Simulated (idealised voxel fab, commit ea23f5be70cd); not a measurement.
process module | voxel ribs on slabs
cross-section cut | 185 nm wide | cells 5 nm
A cross-section is a grid of square cells, given in bands from the top down. A band is one or more rows of cells.
Each band's line starts with the height of the band's top and of its bottom, in nm. Then come its materials from left to right, each with its width in nm. One material with "throughout" fills the band from edge to edge. "air" is empty space.
Height 0 is the level under which the wafer as received is all one material. The lowest band goes on downwards, as in "0 down".
A width such as "30 to 40" changes by the same amount from each row of cells to the next, from the band's top row to its bottom row.
"no change" after a step means that no cell of the cross-section changed.
closed voids: empty space of 8 cells or more with no open way to the top, each as width x height at its distance from the left edge, in nm
after a step's settings: what the simulator itself notes on the step
overlay nm, on a step with a mask: how far to the right of its planned place the mask lay; to the left if negative
plan
1 op RECEIVE | material Si
2 op DIRECTIONAL_DEP | material SiO2 | thk nm 25
3 op DIRECTIONAL_DEP | material SiN | thk nm 15
4 op PATTERN | tone cover | mask id RIB | material resist | width nm 30 | thk nm 15 | overlay nm 0
5 op DIRECTIONAL_ETCH | etch materials SiN | depth nm 5
6 op STRIP | etch materials resist
7 op DIRECTIONAL_DEP | material aC | thk nm 10
8 op PATTERN | tone cover | mask id SLAB | material resist | width nm 60 | thk nm 25 | overlay nm 0
9 op DIRECTIONAL_ETCH | etch materials aC | depth nm 10
10 op STRIP | etch materials resist
11 op DIRECTIONAL_ETCH | etch materials SiN | depth nm 10
12 op STRIP | etch materials aC
13 op FILL_DEP | material SiO2 | thk nm 25
14 op CMP | height nm 60
15 op DIRECTIONAL_DEP | material W | thk nm 5
16 op PATTERN | tone cover | mask id HEATER | material resist | width nm 40 | thk nm 15 | overlay nm 0
17 op DIRECTIONAL_ETCH | etch materials W | depth nm 5
18 op STRIP | etch materials resist
19 op CONFORMAL_DEP | material SiN | thk nm 10
as received, after step 1
  0 down: Si throughout
  closed voids: none
first wafer at the end, as planned
  75 to 70: air 60 | SiN 60 | air 65
  70 to 65: SiN throughout
  65 to 60: SiN 70 | W 40 | SiN 75
  60 to 40: SiO2 throughout
  40 to 35: SiO2 75 | SiN 30 | SiO2 80
  35 to 25: SiO2 60 | SiN 60 | SiO2 65
  25 to 0: SiO2 throughout
  0 down: Si throughout
  closed voids: none
second wafer at the end: like start, like plan, one mistake
  75 to 70: air 60 | SiN 60 | air 65
  70 to 65: SiN throughout
  65 to 60: SiN 70 | W 40 | SiN 75
  60 to 55: SiO2 throughout
  55 to 50: SiO2 75 | SiN 30 | SiO2 80
  50 to 40: SiO2 60 | SiN 60 | SiO2 65
  40 to 25: SiN throughout
  25 to 0: SiO2 throughout
  0 down: Si throughout
  closed voids: none
what went wrong: step 3 was run twice
at the end the second wafer has, in cells: 111 more of SiN | 111 fewer of SiO2
